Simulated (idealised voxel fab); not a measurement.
process module | voxel self aligned contacts
cross-section cut | 250 nm wide | cells 5 nm
A cross-section is a grid of square cells, given in bands from the top down. A band is one or more rows of cells.
Each band's line starts with the height of the band's top and of its bottom, in nm. Then come its materials from left to right, each with its width in nm. One material with "throughout" fills the band from edge to edge. "air" is empty space.
Height 0 is the level under which the wafer as received is all one material. The lowest band goes on downwards, as in "0 down".
A width such as "30 to 40" changes by the same amount from each row of cells to the next, from the band's top row to its bottom row.
"no change" after a step means that no cell of the cross-section changed.
closed voids: empty space of 8 cells or more with no open way to the top, each as width x height at its distance from the left edge, in nm
after a step's settings: what the simulator itself notes on the step
overlay nm, on a step with a mask: how far to the right of its planned place the mask lay; to the left if negative
plan
1 op RECEIVE | material Si
2 op CONFORMAL_DEP | material SiO2 | thk nm 5
3 op DIRECTIONAL_DEP | material polySi | thk nm 20
4 op DIRECTIONAL_DEP | material SiN | thk nm 20
5 op PATTERN | tone cover | mask id GATE | material resist | width nm 25 | pitch nm 70 | thk nm 20 | overlay nm 0
6 op DIRECTIONAL_ETCH | etch materials SiN | depth nm 20
7 op DIRECTIONAL_ETCH | etch materials polySi | depth nm 20
8 op STRIP | etch materials resist
9 op CONFORMAL_DEP | material SiN | thk nm 10
10 op DIRECTIONAL_ETCH | etch materials SiN | depth nm 10
11 op FILL_DEP | material SiO2 | thk nm 15
12 op CMP | height nm 55
13 op PATTERN | tone open | mask id CONTACT | material resist | width nm 55 | pitch nm 70 | thk nm 15 | overlay nm 0
14 op DIRECTIONAL_ETCH | etch materials SiO2 | depth nm 55
15 op STRIP | etch materials resist
16 op CONFORMAL_DEP | material TiN | thk nm 5
17 op FILL_DEP | material W | thk nm 5
18 op CMP | height nm 55
19 op CONFORMAL_DEP | material SiN | thk nm 5
as received, after step 1
  0 down: Si throughout
  closed voids: none
a wafer at the end: this start, this plan, one mistake
  60 to 55: SiN throughout
  55 to 50: SiO2 30 | SiN 45 | TiN 5 | W 15 | TiN 5 | SiN 45 | TiN 5 | W 15 | TiN 5 | SiN 45 | SiO2 35
  50 to 45: SiO2 30 | SiN 45 | TiN 25 | SiN 45 | TiN 25 | SiN 45 | SiO2 35
  45 to 25: SiN throughout
  25 to 5: polySi throughout
  5 to 0: SiO2 throughout
  0 down: Si throughout
  closed voids: none
what went wrong: step 4 was run twice
